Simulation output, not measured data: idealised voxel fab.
Process module name: voxel wiring stack
Section shown: cut. Width: 285 nm. Cell size: 5 nm, square.
In what follows, cross-sections appear as grids of square cells, described through bands that run from the top down, where every band is one or more rows of cells. In this notation a band is specified by the heights of its top and bottom, in that order and in nm, after which its materials appear from left to right, each paired with its width in nm. The word "throughout" attached to a single material means that material fills the band from edge to edge; the word "blank" stands for empty space. Zero point of the height axis is 0; under it, received wafer = one material. Lowest band: continues down indefinitely, "top 0, no bottom". The width entry "30..40" should be interpreted row by row: the top row of cells in the band takes the first number, the bottom row takes the second number, and the change between adjacent rows is uniform throughout. "nothing changed" after a step means that no cell of the cross-section changed. So "Fully sealed cavities" is basically the list of trapped voids: any empty space of 8 cells or more that can't reach the top through an opening. They're written width x height at distance, the distance being from the left edge, and it's all nm. On a step's line, text after the settings is the simulator commenting on that step. The line of a step may include "overlay nm". On a step with a mask, this value is how far to the right of its planned place the mask lay. A negative value means the mask lay to the left.

## Process steps foreseen in the plan
1) RECEIVE (material Si)
2) CONFORMAL_DEP (material SiO2; thk nm 15)
3) CONFORMAL_DEP (material SiCN; thk nm 5)
4) DIRECTIONAL_DEP (material lowk; thk nm 25)
5) MASKED_ETCH (tone open; mask id METAL_1; width nm 25; pitch nm 50; etch materials lowk; depth nm 25; overlay nm 0)
6) MASKED_ETCH (tone open; mask id METAL_1; width nm 25; pitch nm 50; etch materials SiCN; depth nm 5; overlay nm 0)
7) CONFORMAL_DEP (material TiN; thk nm 5)
8) FILL_DEP (material Cu; thk nm 10)
9) CMP (height nm 45)
10) CONFORMAL_DEP (material SiCN; thk nm 5)
11) DIRECTIONAL_DEP (material lowk; thk nm 15)
12) DIRECTIONAL_DEP (material aC; thk nm 10)
13) PATTERN (tone open; mask id PLUG_1; material resist; width nm 15; pitch nm 50; thk nm 25; overlay nm 0)
14) DIRECTIONAL_ETCH (etch materials aC; depth nm 10)
15) STRIP (etch materials resist)
16) DIRECTIONAL_ETCH (etch materials lowk; depth nm 15)
17) DIRECTIONAL_ETCH (etch materials SiCN; depth nm 5)
18) STRIP (etch materials aC)
19) CONFORMAL_DEP (material TiN; thk nm 5)
20) FILL_DEP (material Cu; thk nm 5)
21) CMP (height nm 65)
22) CONFORMAL_DEP (material SiCN; thk nm 5)
23) DIRECTIONAL_DEP (material SiO2; thk nm 25)
24) DIRECTIONAL_DEP (material aC; thk nm 15)
25) PATTERN (tone open; mask id METAL_2; material resist; width nm 25; pitch nm 50; thk nm 30; overlay nm 0)
26) DIRECTIONAL_ETCH (etch materials aC; depth nm 15)
27) STRIP (etch materials resist)
28) DIRECTIONAL_ETCH (etch materials SiO2; depth nm 25)
29) DIRECTIONAL_ETCH (etch materials SiCN; depth nm 5)
30) STRIP (etch materials aC)
31) CONFORMAL_DEP (material TiN; thk nm 5)
32) FILL_DEP (material Cu; thk nm 10)
33) CMP (height nm 95)
34) EPI (material Ru; thk nm 5)
35) FILL_DEP (material SiCN; thk nm 5)
36) DIRECTIONAL_DEP (material SiO2; thk nm 30)
37) MASKED_ETCH (tone open; mask id METAL_3_HOLES; width nm 15; pitch nm 50; etch materials SiO2; depth nm 30; overlay nm 0)
38) DIRECTIONAL_DEP (material aC; thk nm 15)
39) PATTERN (tone open; mask id METAL_3; material resist; width nm 25; pitch nm 50; thk nm 30; overlay nm 0)
40) DIRECTIONAL_ETCH (etch materials aC; depth nm 15)
41) STRIP (etch materials resist)
42) DIRECTIONAL_ETCH (etch materials SiO2; depth nm 20)
43) DIRECTIONAL_ETCH (etch materials SiCN; depth nm 5)
44) STRIP (etch materials aC)
45) CONFORMAL_DEP (material TiN; thk nm 5)
46) FILL_DEP (material Cu; thk nm 10)
47) CMP (height nm 135)
48) CONFORMAL_DEP (material SiCN; thk nm 5)

## first wafer, as planned

## Cross-section of the wafer at receipt, which is the condition after step 1
- top 0, no bottom = Si throughout
- Fully sealed cavities: none

## Wafer section view after processing step 2
- top 15, bottom 0 = SiO2 throughout
- Everything under 0 stays put, no change at all.

## Wafer section view after processing step 3
- top 20, bottom 15 = SiCN throughout
- Everything under 15 stays put, no change at all.

## Wafer section view after processing step 4
- top 45, bottom 20 = lowk throughout
- Everything under 20 stays put, no change at all.

## Wafer section view after processing step 5
- top 45, bottom 20 = lowk=55; blank=25; lowk=25; blank=25; lowk=25; blank=25; lowk=25; blank=25; lowk=55
- Everything under 20 stays put, no change at all.

## Wafer section view after processing step 6
- top 45, bottom 20 = lowk=55; blank=25; lowk=25; blank=25; lowk=25; blank=25; lowk=25; blank=25; lowk=55
- top 20, bottom 15 = SiCN=55; blank=25; SiCN=25; blank=25; SiCN=25; blank=25; SiCN=25; blank=25; SiCN=55
- Everything under 15 stays put, no change at all.

## Wafer section view after processing step 7
- top 50, bottom 45 = TiN=60; blank=15; TiN=35; blank=15; TiN=35; blank=15; TiN=35; blank=15; TiN=60
- top 45, bottom 20 = lowk=55; TiN=5; blank=15; TiN=5; lowk=25; TiN=5; blank=15; TiN=5; lowk=25; TiN=5; blank=15; TiN=5; lowk=25; TiN=5; blank=15; TiN=5; lowk=55
- top 20, bottom 15 = SiCN=55; TiN=25; SiCN=25; TiN=25; SiCN=25; TiN=25; SiCN=25; TiN=25; SiCN=55
- Everything under 15 stays put, no change at all.

## Wafer section view after processing step 8
- top 60, bottom 50 = Cu throughout
- top 50, bottom 45 = TiN=60; Cu=15; TiN=35; Cu=15; TiN=35; Cu=15; TiN=35; Cu=15; TiN=60
- top 45, bottom 20 = lowk=55; TiN=5; Cu=15; TiN=5; lowk=25; TiN=5; Cu=15; TiN=5; lowk=25; TiN=5; Cu=15; TiN=5; lowk=25; TiN=5; Cu=15; TiN=5; lowk=55
- Everything under 20 stays put, no change at all.

## Wafer section view after processing step 9
- top 45, bottom 20 = lowk=55; TiN=5; Cu=15; TiN=5; lowk=25; TiN=5; Cu=15; TiN=5; lowk=25; TiN=5; Cu=15; TiN=5; lowk=25; TiN=5; Cu=15; TiN=5; lowk=55
- Everything under 20 stays put, no change at all.

## Wafer section view after processing step 10
- top 50, bottom 45 = SiCN throughout
- Everything under 45 stays put, no change at all.

## Wafer section view after processing step 11
- top 65, bottom 50 = lowk throughout
- Everything under 50 stays put, no change at all.

## Wafer section view after processing step 12
- top 75, bottom 65 = aC throughout
- Everything under 65 stays put, no change at all.

## Wafer section view after processing step 13
- top 100, bottom 75 = resist=55; blank=15; resist=35; blank=15; resist=35; blank=15; resist=35; blank=15; resist=65
- Everything under 75 stays put, no change at all.

## Wafer section view after processing step 14
- top 90, bottom 75 = resist=55; blank=15; resist=35; blank=15; resist=35; blank=15; resist=35; blank=15; resist=65
- top 75, bottom 65 = aC=55; blank=15; aC=35; blank=15; aC=35; blank=15; aC=35; blank=15; aC=65
- Everything under 65 stays put, no change at all.

## Wafer section view after processing step 15
- top 75, bottom 65 = aC=55; blank=15; aC=35; blank=15; aC=35; blank=15; aC=35; blank=15; aC=65
- Everything under 65 stays put, no change at all.

## Wafer section view after processing step 16
- top 75, bottom 65 = aC=55; blank=15; aC=35; blank=15; aC=35; blank=15; aC=35; blank=15; aC=65
- top 65, bottom 50 = lowk=55; blank=15; lowk=35; blank=15; lowk=35; blank=15; lowk=35; blank=15; lowk=65
- Everything under 50 stays put, no change at all.

## Wafer section view after processing step 17
- top 75, bottom 65 = aC=55; blank=15; aC=35; blank=15; aC=35; blank=15; aC=35; blank=15; aC=65
- top 65, bottom 50 = lowk=55; blank=15; lowk=35; blank=15; lowk=35; blank=15; lowk=35; blank=15; lowk=65
- top 50, bottom 45 = SiCN=55; blank=15; SiCN=35; blank=15; SiCN=35; blank=15; SiCN=35; blank=15; SiCN=65
- Everything under 45 stays put, no change at all.

## Wafer section view after processing step 18
- top 65, bottom 50 = lowk=55; blank=15; lowk=35; blank=15; lowk=35; blank=15; lowk=35; blank=15; lowk=65
- Everything under 50 stays put, no change at all.

## Wafer section view after processing step 19
- top 70, bottom 65 = TiN=60; blank=5; TiN=45; blank=5; TiN=45; blank=5; TiN=45; blank=5; TiN=70
- top 65, bottom 50 = lowk=55; TiN=5; blank=5; TiN=5; lowk=35; TiN=5; blank=5; TiN=5; lowk=35; TiN=5; blank=5; TiN=5; lowk=35; TiN=5; blank=5; TiN=5; lowk=65
- top 50, bottom 45 = SiCN=55; TiN=15; SiCN=35; TiN=15; SiCN=35; TiN=15; SiCN=35; TiN=15; SiCN=65
- Everything under 45 stays put, no change at all.

## Wafer section view after processing step 20
- top 75, bottom 70 = Cu throughout
- top 70, bottom 65 = TiN=60; Cu=5; TiN=45; Cu=5; TiN=45; Cu=5; TiN=45; Cu=5; TiN=70
- top 65, bottom 50 = lowk=55; TiN=5; Cu=5; TiN=5; lowk=35; TiN=5; Cu=5; TiN=5; lowk=35; TiN=5; Cu=5; TiN=5; lowk=35; TiN=5; Cu=5; TiN=5; lowk=65
- Everything under 50 stays put, no change at all.

## Wafer section view after processing step 21
- top 65, bottom 50 = lowk=55; TiN=5; Cu=5; TiN=5; lowk=35; TiN=5; Cu=5; TiN=5; lowk=35; TiN=5; Cu=5; TiN=5; lowk=35; TiN=5; Cu=5; TiN=5; lowk=65
- Everything under 50 stays put, no change at all.

## Wafer section view after processing step 22
- top 70, bottom 65 = SiCN throughout
- Everything under 65 stays put, no change at all.

## Wafer section view after processing step 23
- top 95, bottom 70 = SiO2 throughout
- Everything under 70 stays put, no change at all.

## Wafer section view after processing step 24
- top 110, bottom 95 = aC throughout
- Everything under 95 stays put, no change at all.

## Wafer section view after processing step 25
- top 140, bottom 110 = resist=55; blank=25; resist=25; blank=25; resist=25; blank=25; resist=25; blank=25; resist=55
- Everything under 110 stays put, no change at all.

## Wafer section view after processing step 26
- top 125, bottom 110 = resist=55; blank=25; resist=25; blank=25; resist=25; blank=25; resist=25; blank=25; resist=55
- top 110, bottom 95 = aC=55; blank=25; aC=25; blank=25; aC=25; blank=25; aC=25; blank=25; aC=55
- Everything under 95 stays put, no change at all.

## Wafer section view after processing step 27
- top 110, bottom 95 = aC=55; blank=25; aC=25; blank=25; aC=25; blank=25; aC=25; blank=25; aC=55
- Everything under 95 stays put, no change at all.

## Wafer section view after processing step 28
- top 110, bottom 95 = aC=55; blank=25; aC=25; blank=25; aC=25; blank=25; aC=25; blank=25; aC=55
- top 95, bottom 70 = SiO2=55; blank=25; SiO2=25; blank=25; SiO2=25; blank=25; SiO2=25; blank=25; SiO2=55
- Everything under 70 stays put, no change at all.

## Wafer section view after processing step 29
- top 110, bottom 95 = aC=55; blank=25; aC=25; blank=25; aC=25; blank=25; aC=25; blank=25; aC=55
- top 95, bottom 70 = SiO2=55; blank=25; SiO2=25; blank=25; SiO2=25; blank=25; SiO2=25; blank=25; SiO2=55
- top 70, bottom 65 = SiCN=55; blank=25; SiCN=25; blank=25; SiCN=25; blank=25; SiCN=25; blank=25; SiCN=55
- Everything under 65 stays put, no change at all.

## Wafer section view after processing step 30
- top 95, bottom 70 = SiO2=55; blank=25; SiO2=25; blank=25; SiO2=25; blank=25; SiO2=25; blank=25; SiO2=55
- Everything under 70 stays put, no change at all.

## Wafer section view after processing step 31
- top 100, bottom 95 = TiN=60; blank=15; TiN=35; blank=15; TiN=35; blank=15; TiN=35; blank=15; TiN=60
- top 95, bottom 70 = SiO2=55; TiN=5; blank=15; TiN=5; SiO2=25; TiN=5; blank=15; TiN=5; SiO2=25; TiN=5; blank=15; TiN=5; SiO2=25; TiN=5; blank=15; TiN=5; SiO2=55
- top 70, bottom 65 = SiCN=55; TiN=25; SiCN=25; TiN=25; SiCN=25; TiN=25; SiCN=25; TiN=25; SiCN=55
- Everything under 65 stays put, no change at all.

## Wafer section view after processing step 32
- top 110, bottom 100 = Cu throughout
- top 100, bottom 95 = TiN=60; Cu=15; TiN=35; Cu=15; TiN=35; Cu=15; TiN=35; Cu=15; TiN=60
- top 95, bottom 70 = SiO2=55; TiN=5; Cu=15; TiN=5; SiO2=25; TiN=5; Cu=15; TiN=5; SiO2=25; TiN=5; Cu=15; TiN=5; SiO2=25; TiN=5; Cu=15; TiN=5; SiO2=55
- Everything under 70 stays put, no change at all.

## Wafer section view after processing step 33
- top 95, bottom 70 = SiO2=55; TiN=5; Cu=15; TiN=5; SiO2=25; TiN=5; Cu=15; TiN=5; SiO2=25; TiN=5; Cu=15; TiN=5; SiO2=25; TiN=5; Cu=15; TiN=5; SiO2=55
- Everything under 70 stays put, no change at all.

## Wafer section view after processing step 34
- top 100, bottom 95 = blank=50; Ru=35; blank=15; Ru=35; blank=15; Ru=35; blank=15; Ru=35; blank=50
- Everything under 95 stays put, no change at all.

## Wafer section view after processing step 35
- top 105, bottom 100 = SiCN throughout
- top 100, bottom 95 = SiCN=50; Ru=35; SiCN=15; Ru=35; SiCN=15; Ru=35; SiCN=15; Ru=35; SiCN=50
- Everything under 95 stays put, no change at all.

## Wafer section view after processing step 36
- top 135, bottom 105 = SiO2 throughout
- Everything under 105 stays put, no change at all.

## Wafer section view after processing step 37
- top 135, bottom 105 = SiO2=55; blank=15; SiO2=35; blank=15; SiO2=35; blank=15; SiO2=35; blank=15; SiO2=65
- Everything under 105 stays put, no change at all.

## Wafer section view after processing step 38
- top 150, bottom 135 = aC=55; blank=15; aC=35; blank=15; aC=35; blank=15; aC=35; blank=15; aC=65
- top 135, bottom 120 = SiO2=55; blank=15; SiO2=35; blank=15; SiO2=35; blank=15; SiO2=35; blank=15; SiO2=65
- top 120, bottom 105 = SiO2=55; aC=15; SiO2=35; aC=15; SiO2=35; aC=15; SiO2=35; aC=15; SiO2=65
- Everything under 105 stays put, no change at all.

## Wafer section view after processing step 39
- top 180, bottom 150 = resist=55; blank=25; resist=25; blank=25; resist=25; blank=25; resist=25; blank=25; resist=55
- Everything under 150 stays put, no change at all.

## Wafer section view after processing step 40
- top 165, bottom 150 = resist=55; blank=25; resist=25; blank=25; resist=25; blank=25; resist=25; blank=25; resist=55
- top 150, bottom 135 = aC=55; blank=25; aC=25; blank=25; aC=25; blank=25; aC=25; blank=25; aC=55
- top 135, bottom 105 = SiO2=55; blank=15; SiO2=35; blank=15; SiO2=35; blank=15; SiO2=35; blank=15; SiO2=65
- Everything under 105 stays put, no change at all.

## Wafer section view after processing step 41
- top 150, bottom 135 = aC=55; blank=25; aC=25; blank=25; aC=25; blank=25; aC=25; blank=25; aC=55
- Everything under 135 stays put, no change at all.

## Wafer section view after processing step 42
- top 150, bottom 135 = aC=55; blank=25; aC=25; blank=25; aC=25; blank=25; aC=25; blank=25; aC=55
- top 135, bottom 115 = SiO2=55; blank=25; SiO2=25; blank=25; SiO2=25; blank=25; SiO2=25; blank=25; SiO2=55
- Everything under 115 stays put, no change at all.

## Wafer section view after processing step 43
- top 150, bottom 135 = aC=55; blank=25; aC=25; blank=25; aC=25; blank=25; aC=25; blank=25; aC=55
- top 135, bottom 115 = SiO2=55; blank=25; SiO2=25; blank=25; SiO2=25; blank=25; SiO2=25; blank=25; SiO2=55
- top 115, bottom 105 = SiO2=55; blank=15; SiO2=35; blank=15; SiO2=35; blank=15; SiO2=35; blank=15; SiO2=65
- top 105, bottom 100 = SiCN=55; blank=15; SiCN=35; blank=15; SiCN=35; blank=15; SiCN=35; blank=15; SiCN=65
- Everything under 100 stays put, no change at all.

## Wafer section view after processing step 44
- top 135, bottom 115 = SiO2=55; blank=25; SiO2=25; blank=25; SiO2=25; blank=25; SiO2=25; blank=25; SiO2=55
- Everything under 115 stays put, no change at all.

## Wafer section view after processing step 45
- top 140, bottom 135 = TiN=60; blank=15; TiN=35; blank=15; TiN=35; blank=15; TiN=35; blank=15; TiN=60
- top 135, bottom 120 = SiO2=55; TiN=5; blank=15; TiN=5; SiO2=25; TiN=5; blank=15; TiN=5; SiO2=25; TiN=5; blank=15; TiN=5; SiO2=25; TiN=5; blank=15; TiN=5; SiO2=55
- top 120, bottom 115 = SiO2=55; TiN=5; blank=5; TiN=15; SiO2=25; TiN=5; blank=5; TiN=15; SiO2=25; TiN=5; blank=5; TiN=15; SiO2=25; TiN=5; blank=5; TiN=15; SiO2=55
- top 115, bottom 105 = SiO2=55; TiN=5; blank=5; TiN=5; SiO2=35; TiN=5; blank=5; TiN=5; SiO2=35; TiN=5; blank=5; TiN=5; SiO2=35; TiN=5; blank=5; TiN=5; SiO2=65
- top 105, bottom 100 = SiCN=55; TiN=15; SiCN=35; TiN=15; SiCN=35; TiN=15; SiCN=35; TiN=15; SiCN=65
- Everything under 100 stays put, no change at all.

## Wafer section view after processing step 46
- top 150, bottom 140 = Cu throughout
- top 140, bottom 135 = TiN=60; Cu=15; TiN=35; Cu=15; TiN=35; Cu=15; TiN=35; Cu=15; TiN=60
- top 135, bottom 120 = SiO2=55; TiN=5; Cu=15; TiN=5; SiO2=25; TiN=5; Cu=15; TiN=5; SiO2=25; TiN=5; Cu=15; TiN=5; SiO2=25; TiN=5; Cu=15; TiN=5; SiO2=55
- top 120, bottom 115 = SiO2=55; TiN=5; Cu=5; TiN=15; SiO2=25; TiN=5; Cu=5; TiN=15; SiO2=25; TiN=5; Cu=5; TiN=15; SiO2=25; TiN=5; Cu=5; TiN=15; SiO2=55
- top 115, bottom 105 = SiO2=55; TiN=5; Cu=5; TiN=5; SiO2=35; TiN=5; Cu=5; TiN=5; SiO2=35; TiN=5; Cu=5; TiN=5; SiO2=35; TiN=5; Cu=5; TiN=5; SiO2=65
- Everything under 105 stays put, no change at all.

## Wafer section view after processing step 47
- top 135, bottom 120 = SiO2=55; TiN=5; Cu=15; TiN=5; SiO2=25; TiN=5; Cu=15; TiN=5; SiO2=25; TiN=5; Cu=15; TiN=5; SiO2=25; TiN=5; Cu=15; TiN=5; SiO2=55
- Everything under 120 stays put, no change at all.

## Wafer section view after processing step 48
- top 140, bottom 135 = SiCN throughout
- Everything under 135 stays put, no change at all.

## Wafer two. Identical start, identical plan. One mistake in execution. Identical history through step 9

## Cross-section of the second wafer when, according to plan, step 10 should have finished
- top 60, bottom 45 = lowk throughout
- Everything under 45 stays put, no change at all.

## Cross-section of the second wafer when, according to plan, step 11 should have finished
- top 65, bottom 60 = SiCN throughout
- Everything under 60 stays put, no change at all.

## Cross-section of the second wafer when, according to plan, step 12 should have finished
- top 75, bottom 65 = aC throughout
- Everything under 65 stays put, no change at all.

## Cross-section of the second wafer when, according to plan, step 13 should have finished
- top 100, bottom 75 = resist=55; blank=15; resist=35; blank=15; resist=35; blank=15; resist=35; blank=15; resist=65
- Everything under 75 stays put, no change at all.

## Cross-section of the second wafer when, according to plan, step 14 should have finished
- top 90, bottom 75 = resist=55; blank=15; resist=35; blank=15; resist=35; blank=15; resist=35; blank=15; resist=65
- top 75, bottom 65 = aC=55; blank=15; aC=35; blank=15; aC=35; blank=15; aC=35; blank=15; aC=65
- Everything under 65 stays put, no change at all.

## Cross-section of the second wafer when, according to plan, step 15 should have finished
- top 75, bottom 65 = aC=55; blank=15; aC=35; blank=15; aC=35; blank=15; aC=35; blank=15; aC=65
- Everything under 65 stays put, no change at all.

Cross-section of the second wafer when, according to plan, step 16 should have finished: nothing changed

## Cross-section of the second wafer when, according to plan, step 17 should have finished
- top 75, bottom 65 = aC=55; blank=15; aC=35; blank=15; aC=35; blank=15; aC=35; blank=15; aC=65
- top 65, bottom 60 = SiCN=55; blank=15; SiCN=35; blank=15; SiCN=35; blank=15; SiCN=35; blank=15; SiCN=65
- Everything under 60 stays put, no change at all.

## Cross-section of the second wafer when, according to plan, step 18 should have finished
- top 65, bottom 60 = SiCN=55; blank=15; SiCN=35; blank=15; SiCN=35; blank=15; SiCN=35; blank=15; SiCN=65
- Everything under 60 stays put, no change at all.

## Cross-section of the second wafer when, according to plan, step 19 should have finished
- top 70, bottom 65 = TiN=60; blank=5; TiN=45; blank=5; TiN=45; blank=5; TiN=45; blank=5; TiN=70
- top 65, bottom 60 = SiCN=55; TiN=15; SiCN=35; TiN=15; SiCN=35; TiN=15; SiCN=35; TiN=15; SiCN=65
- Everything under 60 stays put, no change at all.

## Cross-section of the second wafer when, according to plan, step 20 should have finished
- top 75, bottom 70 = Cu throughout
- top 70, bottom 65 = TiN=60; Cu=5; TiN=45; Cu=5; TiN=45; Cu=5; TiN=45; Cu=5; TiN=70
- Everything under 65 stays put, no change at all.

## Cross-section of the second wafer when, according to plan, step 21 should have finished
- top 65, bottom 60 = SiCN=55; TiN=15; SiCN=35; TiN=15; SiCN=35; TiN=15; SiCN=35; TiN=15; SiCN=65
- Everything under 60 stays put, no change at all.

## Cross-section of the second wafer when, according to plan, step 22 should have finished
- top 70, bottom 65 = SiCN throughout
- Everything under 65 stays put, no change at all.

## Cross-section of the second wafer when, according to plan, step 23 should have finished
- top 95, bottom 70 = SiO2 throughout
- Everything under 70 stays put, no change at all.

## Cross-section of the second wafer when, according to plan, step 24 should have finished
- top 110, bottom 95 = aC throughout
- Everything under 95 stays put, no change at all.

## Cross-section of the second wafer when, according to plan, step 25 should have finished
- top 140, bottom 110 = resist=55; blank=25; resist=25; blank=25; resist=25; blank=25; resist=25; blank=25; resist=55
- Everything under 110 stays put, no change at all.

## Cross-section of the second wafer when, according to plan, step 26 should have finished
- top 125, bottom 110 = resist=55; blank=25; resist=25; blank=25; resist=25; blank=25; resist=25; blank=25; resist=55
- top 110, bottom 95 = aC=55; blank=25; aC=25; blank=25; aC=25; blank=25; aC=25; blank=25; aC=55
- Everything under 95 stays put, no change at all.

## Cross-section of the second wafer when, according to plan, step 27 should have finished
- top 110, bottom 95 = aC=55; blank=25; aC=25; blank=25; aC=25; blank=25; aC=25; blank=25; aC=55
- Everything under 95 stays put, no change at all.

## Cross-section of the second wafer when, according to plan, step 28 should have finished
- top 110, bottom 95 = aC=55; blank=25; aC=25; blank=25; aC=25; blank=25; aC=25; blank=25; aC=55
- top 95, bottom 70 = SiO2=55; blank=25; SiO2=25; blank=25; SiO2=25; blank=25; SiO2=25; blank=25; SiO2=55
- Everything under 70 stays put, no change at all.

## Cross-section of the second wafer when, according to plan, step 29 should have finished
- top 110, bottom 95 = aC=55; blank=25; aC=25; blank=25; aC=25; blank=25; aC=25; blank=25; aC=55
- top 95, bottom 70 = SiO2=55; blank=25; SiO2=25; blank=25; SiO2=25; blank=25; SiO2=25; blank=25; SiO2=55
- top 70, bottom 65 = SiCN=55; blank=25; SiCN=25; blank=25; SiCN=25; blank=25; SiCN=25; blank=25; SiCN=55
- Everything under 65 stays put, no change at all.

## Cross-section of the second wafer when, according to plan, step 30 should have finished
- top 95, bottom 70 = SiO2=55; blank=25; SiO2=25; blank=25; SiO2=25; blank=25; SiO2=25; blank=25; SiO2=55
- Everything under 70 stays put, no change at all.

## Cross-section of the second wafer when, according to plan, step 31 should have finished
- top 100, bottom 95 = TiN=60; blank=15; TiN=35; blank=15; TiN=35; blank=15; TiN=35; blank=15; TiN=60
- top 95, bottom 70 = SiO2=55; TiN=5; blank=15; TiN=5; SiO2=25; TiN=5; blank=15; TiN=5; SiO2=25; TiN=5; blank=15; TiN=5; SiO2=25; TiN=5; blank=15; TiN=5; SiO2=55
- top 70, bottom 60 = SiCN=55; TiN=25..15; SiCN=25..35; TiN=25..15; SiCN=25..35; TiN=25..15; SiCN=25..35; TiN=25..15; SiCN=55..65
- Everything under 60 stays put, no change at all.

## Cross-section of the second wafer when, according to plan, step 32 should have finished
- top 110, bottom 100 = Cu throughout
- top 100, bottom 95 = TiN=60; Cu=15; TiN=35; Cu=15; TiN=35; Cu=15; TiN=35; Cu=15; TiN=60
- top 95, bottom 70 = SiO2=55; TiN=5; Cu=15; TiN=5; SiO2=25; TiN=5; Cu=15; TiN=5; SiO2=25; TiN=5; Cu=15; TiN=5; SiO2=25; TiN=5; Cu=15; TiN=5; SiO2=55
- Everything under 70 stays put, no change at all.

## Cross-section of the second wafer when, according to plan, step 33 should have finished
- top 95, bottom 70 = SiO2=55; TiN=5; Cu=15; TiN=5; SiO2=25; TiN=5; Cu=15; TiN=5; SiO2=25; TiN=5; Cu=15; TiN=5; SiO2=25; TiN=5; Cu=15; TiN=5; SiO2=55
- Everything under 70 stays put, no change at all.

## Cross-section of the second wafer when, according to plan, step 34 should have finished
- top 100, bottom 95 = blank=50; Ru=35; blank=15; Ru=35; blank=15; Ru=35; blank=15; Ru=35; blank=50
- Everything under 95 stays put, no change at all.

## Cross-section of the second wafer when, according to plan, step 35 should have finished
- top 105, bottom 100 = SiCN throughout
- top 100, bottom 95 = SiCN=50; Ru=35; SiCN=15; Ru=35; SiCN=15; Ru=35; SiCN=15; Ru=35; SiCN=50
- Everything under 95 stays put, no change at all.

## Cross-section of the second wafer when, according to plan, step 36 should have finished
- top 135, bottom 105 = SiO2 throughout
- Everything under 105 stays put, no change at all.

## Cross-section of the second wafer when, according to plan, step 37 should have finished
- top 135, bottom 105 = SiO2=55; blank=15; SiO2=35; blank=15; SiO2=35; blank=15; SiO2=35; blank=15; SiO2=65
- Everything under 105 stays put, no change at all.

## Cross-section of the second wafer when, according to plan, step 38 should have finished
- top 150, bottom 135 = aC=55; blank=15; aC=35; blank=15; aC=35; blank=15; aC=35; blank=15; aC=65
- top 135, bottom 120 = SiO2=55; blank=15; SiO2=35; blank=15; SiO2=35; blank=15; SiO2=35; blank=15; SiO2=65
- top 120, bottom 105 = SiO2=55; aC=15; SiO2=35; aC=15; SiO2=35; aC=15; SiO2=35; aC=15; SiO2=65
- Everything under 105 stays put, no change at all.

## Cross-section of the second wafer when, according to plan, step 39 should have finished
- top 180, bottom 150 = resist=55; blank=25; resist=25; blank=25; resist=25; blank=25; resist=25; blank=25; resist=55
- Everything under 150 stays put, no change at all.

## Cross-section of the second wafer when, according to plan, step 40 should have finished
- top 165, bottom 150 = resist=55; blank=25; resist=25; blank=25; resist=25; blank=25; resist=25; blank=25; resist=55
- top 150, bottom 135 = aC=55; blank=25; aC=25; blank=25; aC=25; blank=25; aC=25; blank=25; aC=55
- top 135, bottom 105 = SiO2=55; blank=15; SiO2=35; blank=15; SiO2=35; blank=15; SiO2=35; blank=15; SiO2=65
- Everything under 105 stays put, no change at all.

## Cross-section of the second wafer when, according to plan, step 41 should have finished
- top 150, bottom 135 = aC=55; blank=25; aC=25; blank=25; aC=25; blank=25; aC=25; blank=25; aC=55
- Everything under 135 stays put, no change at all.

## Cross-section of the second wafer when, according to plan, step 42 should have finished
- top 150, bottom 135 = aC=55; blank=25; aC=25; blank=25; aC=25; blank=25; aC=25; blank=25; aC=55
- top 135, bottom 115 = SiO2=55; blank=25; SiO2=25; blank=25; SiO2=25; blank=25; SiO2=25; blank=25; SiO2=55
- Everything under 115 stays put, no change at all.

## Cross-section of the second wafer when, according to plan, step 43 should have finished
- top 150, bottom 135 = aC=55; blank=25; aC=25; blank=25; aC=25; blank=25; aC=25; blank=25; aC=55
- top 135, bottom 115 = SiO2=55; blank=25; SiO2=25; blank=25; SiO2=25; blank=25; SiO2=25; blank=25; SiO2=55
- top 115, bottom 105 = SiO2=55; blank=15; SiO2=35; blank=15; SiO2=35; blank=15; SiO2=35; blank=15; SiO2=65
- top 105, bottom 100 = SiCN=55; blank=15; SiCN=35; blank=15; SiCN=35; blank=15; SiCN=35; blank=15; SiCN=65
- Everything under 100 stays put, no change at all.

## Cross-section of the second wafer when, according to plan, step 44 should have finished
- top 135, bottom 115 = SiO2=55; blank=25; SiO2=25; blank=25; SiO2=25; blank=25; SiO2=25; blank=25; SiO2=55
- Everything under 115 stays put, no change at all.

## Cross-section of the second wafer when, according to plan, step 45 should have finished
- top 140, bottom 135 = TiN=60; blank=15; TiN=35; blank=15; TiN=35; blank=15; TiN=35; blank=15; TiN=60
- top 135, bottom 120 = SiO2=55; TiN=5; blank=15; TiN=5; SiO2=25; TiN=5; blank=15; TiN=5; SiO2=25; TiN=5; blank=15; TiN=5; SiO2=25; TiN=5; blank=15; TiN=5; SiO2=55
- top 120, bottom 115 = SiO2=55; TiN=5; blank=5; TiN=15; SiO2=25; TiN=5; blank=5; TiN=15; SiO2=25; TiN=5; blank=5; TiN=15; SiO2=25; TiN=5; blank=5; TiN=15; SiO2=55
- top 115, bottom 105 = SiO2=55; TiN=5; blank=5; TiN=5; SiO2=35; TiN=5; blank=5; TiN=5; SiO2=35; TiN=5; blank=5; TiN=5; SiO2=35; TiN=5; blank=5; TiN=5; SiO2=65
- top 105, bottom 100 = SiCN=55; TiN=15; SiCN=35; TiN=15; SiCN=35; TiN=15; SiCN=35; TiN=15; SiCN=65
- Everything under 100 stays put, no change at all.

## Cross-section of the second wafer when, according to plan, step 46 should have finished
- top 150, bottom 140 = Cu throughout
- top 140, bottom 135 = TiN=60; Cu=15; TiN=35; Cu=15; TiN=35; Cu=15; TiN=35; Cu=15; TiN=60
- top 135, bottom 120 = SiO2=55; TiN=5; Cu=15; TiN=5; SiO2=25; TiN=5; Cu=15; TiN=5; SiO2=25; TiN=5; Cu=15; TiN=5; SiO2=25; TiN=5; Cu=15; TiN=5; SiO2=55
- top 120, bottom 115 = SiO2=55; TiN=5; Cu=5; TiN=15; SiO2=25; TiN=5; Cu=5; TiN=15; SiO2=25; TiN=5; Cu=5; TiN=15; SiO2=25; TiN=5; Cu=5; TiN=15; SiO2=55
- top 115, bottom 105 = SiO2=55; TiN=5; Cu=5; TiN=5; SiO2=35; TiN=5; Cu=5; TiN=5; SiO2=35; TiN=5; Cu=5; TiN=5; SiO2=35; TiN=5; Cu=5; TiN=5; SiO2=65
- Everything under 105 stays put, no change at all.

## Cross-section of the second wafer when, according to plan, step 47 should have finished
- top 135, bottom 120 = SiO2=55; TiN=5; Cu=15; TiN=5; SiO2=25; TiN=5; Cu=15; TiN=5; SiO2=25; TiN=5; Cu=15; TiN=5; SiO2=25; TiN=5; Cu=15; TiN=5; SiO2=55
- Everything under 120 stays put, no change at all.

## Cross-section of the second wafer when, according to plan, step 48 should have finished
- top 140, bottom 135 = SiCN throughout
- Everything under 135 stays put, no change at all.
Deviation from plan: plan steps 10 and 11 run swapped
Count the cells at the end and the second wafer has more or fewer of some materials than the first: Cu: 12 fewer | TiN: 24 fewer | lowk: 36 more
